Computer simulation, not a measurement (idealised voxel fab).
The process module that follows is named voxel gate over fins.
The width of the displayed cross-section, cut, is 215 nm; its cells are square, with a size of 5 nm.
Cross-sections here: square-cell grids, written as top-down lists of bands, a band being one or more rows of cells. Heads up on the band format: heights come first, top then bottom, in nm. After that it's the materials left to right, each with its width in nm. A single material flagged "edge to edge" fills the whole band edge to edge, and "blank" means there's empty space there. Ref level 0: as-received wafer is one material below here. Bottom band extends down with no lower bound ("0..down"). Width spec "30..40" -> top row of cells at first value, bottom row at second value, equal per-row change in between. Reading "nothing got changed" for a step: not a cell of the cross-section changed in it. "Closed void catalog" lists enclosed empty spaces (at least 8 cells, no open path upward to the top), each as width x height at distance from the left edge, in nm. Past the settings on a step's line: simulator remark, on that step. Among the settings permitted on a step's line is "overlay nm"; applied to a step with a mask, it specifies the extent to which the mask lay to the right of its planned position, whereas a negative figure signifies a position to the left.
PROCESS STEPS FORESEEN IN THE PLAN
| 1 | RECEIVE with material Si |
| 2 | CONFORMAL_DEP with material SiN, thk nm 5 |
| 3 | PATTERN with tone cover, mask id FINS, material resist, width nm 15, pitch nm 50, thk nm 20, overlay nm 0 |
| 4 | DIRECTIONAL_ETCH with etch materials SiN, depth nm 5 |
| 5 | DIRECTIONAL_ETCH with etch materials Si, depth nm 40 |
| 6 | STRIP with etch materials resist |
| 7 | FILL_DEP with material SiO2, thk nm 5 |
| 8 | CMP with height nm 5 |
| 9 | PATTERN with tone open, mask id RAIL, material resist, width nm 15, thk nm 20, overlay nm 0 |
| 10 | DIRECTIONAL_ETCH with etch materials SiO2, depth nm 40 |
| 11 | STRIP with etch materials resist |
| 12 | CONFORMAL_DEP with material TiN, thk nm 5 |
| 13 | FILL_DEP with material Ru, thk nm 10 |
| 14 | CMP with height nm 5 |
| 15 | SELECTIVE_ETCH with etch materials W Ru TiN, depth nm 25 |
| 16 | FILL_DEP with material SiO2, thk nm 5 |
| 17 | CMP with height nm 5 |
| 18 | SELECTIVE_ETCH with etch materials SiO2, depth nm 15 |
| 19 | STRIP with etch materials SiN |
| 20 | CONFORMAL_DEP with material HfO2, thk nm 5 |
| 21 | CONFORMAL_DEP with material TiN, thk nm 5 |
| 22 | CONFORMAL_DEP with material TiAl, thk nm 5 |
| 23 | CONFORMAL_DEP with material TiN, thk nm 5 |
| 24 | FILL_DEP with material W, thk nm 10 |
| 25 | CMP with height nm 25 |
| 26 | CONFORMAL_DEP with material SiN, thk nm 5 |
STEP 1 COMPLETE: CROSS-SECTION OF THE WAFER AS RECEIVED
* 0..down: Si edge to edge
* Closed void catalog: none
MODULE COMPLETE - CROSS-SECTION OF THE FIRST OF TWO WAFERS, RUN ACCORDING TO PLAN
* 30..25: SiN edge to edge
* 25..20: W edge to edge
* 20..15: 5 nm W; 205 nm TiN; 5 nm W
* 15..10: 5 nm W; 5 nm TiN; 45 nm TiAl; 5 nm TiN; 45 nm TiAl; 5 nm TiN; 45 nm TiAl; 5 nm TiN; 45 nm TiAl; 5 nm TiN; 5 nm W
* 10..5: 10 nm TiN; 5 nm TiAl; 35 nm TiN; 5 nm TiAl; 5 nm TiN; 5 nm TiAl; 35 nm TiN; 5 nm TiAl; 5 nm TiN; 5 nm TiAl; 35 nm TiN; 5 nm TiAl; 5 nm TiN; 5 nm TiAl; 35 nm TiN; 5 nm TiAl; 10 nm TiN
* 5..0: 15 nm TiAl; 5 nm TiN; 25 nm HfO2; 5 nm TiN; 15 nm TiAl; 5 nm TiN; 25 nm HfO2; 5 nm TiN; 15 nm TiAl; 5 nm TiN; 25 nm HfO2; 5 nm TiN; 15 nm TiAl; 5 nm TiN; 25 nm HfO2; 5 nm TiN; 15 nm TiAl
* 0..-5: 20 nm TiN; 5 nm HfO2; 15 nm Si; 5 nm HfO2; 25 nm TiN; 5 nm HfO2; 15 nm Si; 5 nm HfO2; 25 nm TiN; 5 nm HfO2; 15 nm Si; 5 nm HfO2; 25 nm TiN; 5 nm HfO2; 15 nm Si; 5 nm HfO2; 20 nm TiN
* -5..-10: 25 nm HfO2; 15 nm Si; 35 nm HfO2; 15 nm Si; 35 nm HfO2; 15 nm Si; 35 nm HfO2; 15 nm Si; 25 nm HfO2
* -10..-20: 25 nm SiO2; 15 nm Si; 35 nm SiO2; 15 nm Si; 35 nm SiO2; 15 nm Si; 35 nm SiO2; 15 nm Si; 25 nm SiO2
* -20..-30: 25 nm SiO2; 15 nm Si; 10 nm SiO2; 5 nm TiN; 5 nm Ru; 5 nm TiN; 10 nm SiO2; 15 nm Si; 35 nm SiO2; 15 nm Si; 35 nm SiO2; 15 nm Si; 25 nm SiO2
* -30..-35: 25 nm SiO2; 15 nm Si; 10 nm SiO2; 15 nm TiN; 10 nm SiO2; 15 nm Si; 35 nm SiO2; 15 nm Si; 35 nm SiO2; 15 nm Si; 25 nm SiO2
* -35..-40: 25 nm SiO2; 15 nm Si; 35 nm SiO2; 15 nm Si; 35 nm SiO2; 15 nm Si; 35 nm SiO2; 15 nm Si; 25 nm SiO2
* -40..down: Si edge to edge
* Closed void catalog: none
CROSS-SECTION OF THE LATTER OF THE TWO WAFERS AT MODULE COMPLETION. IT HAD AN IDENTICAL START AND AN IDENTICAL PLAN TO THE FORMER; IN RUNNING IT, ONE MISTAKE WAS MADE
* 30..25: SiN edge to edge
* 25..20: W edge to edge
* 20..15: 5 nm W; 205 nm TiN; 5 nm W
* 15..10: 5 nm W; 5 nm TiN; 45 nm TiAl; 5 nm TiN; 45 nm TiAl; 5 nm TiN; 45 nm TiAl; 5 nm TiN; 45 nm TiAl; 5 nm TiN; 5 nm W
* 10..5: 10 nm TiN; 5 nm TiAl; 35 nm TiN; 5 nm TiAl; 5 nm TiN; 5 nm TiAl; 35 nm TiN; 5 nm TiAl; 5 nm TiN; 5 nm TiAl; 35 nm TiN; 5 nm TiAl; 5 nm TiN; 5 nm TiAl; 35 nm TiN; 5 nm TiAl; 10 nm TiN
* 5..0: 15 nm TiAl; 5 nm TiN; 25 nm HfO2; 5 nm TiN; 15 nm TiAl; 5 nm TiN; 25 nm HfO2; 5 nm TiN; 15 nm TiAl; 5 nm TiN; 25 nm HfO2; 5 nm TiN; 15 nm TiAl; 5 nm TiN; 25 nm HfO2; 5 nm TiN; 15 nm TiAl
* 0..-5: 20 nm TiN; 5 nm HfO2; 15 nm Si; 5 nm HfO2; 25 nm TiN; 5 nm HfO2; 15 nm Si; 5 nm HfO2; 25 nm TiN; 5 nm HfO2; 15 nm Si; 5 nm HfO2; 25 nm TiN; 5 nm HfO2; 15 nm Si; 5 nm HfO2; 20 nm TiN
* -5..-10: 25 nm HfO2; 15 nm Si; 35 nm HfO2; 15 nm Si; 35 nm HfO2; 15 nm Si; 35 nm HfO2; 15 nm Si; 25 nm HfO2
* -10..-20: 25 nm SiO2; 15 nm Si; 35 nm SiO2; 15 nm Si; 35 nm SiO2; 15 nm Si; 35 nm SiO2; 15 nm Si; 25 nm SiO2
* -20..-30: 25 nm SiO2; 15 nm Si; 10 nm SiO2; 5 nm TiN; 10 nm Ru; 5 nm TiN; 5 nm SiO2; 15 nm Si; 35 nm SiO2; 15 nm Si; 35 nm SiO2; 15 nm Si; 25 nm SiO2
* -30..-35: 25 nm SiO2; 15 nm Si; 10 nm SiO2; 20 nm TiN; 5 nm SiO2; 15 nm Si; 35 nm SiO2; 15 nm Si; 35 nm SiO2; 15 nm Si; 25 nm SiO2
* -35..-40: 25 nm SiO2; 15 nm Si; 35 nm SiO2; 15 nm Si; 35 nm SiO2; 15 nm Si; 35 nm SiO2; 15 nm Si; 25 nm SiO2
* -40..down: Si edge to edge
* Closed void catalog: none
Against the plan, the run slipped here: rather than as planned, step 9 actually ran as PATTERN with tone open, mask id RAIL, material resist, width nm 20, thk nm 20, overlay nm 0
Bottom line after processing is that, in cells, the second wafer is up or down on some materials versus the first: +2 Ru | -3 SiO2 | +1 TiN
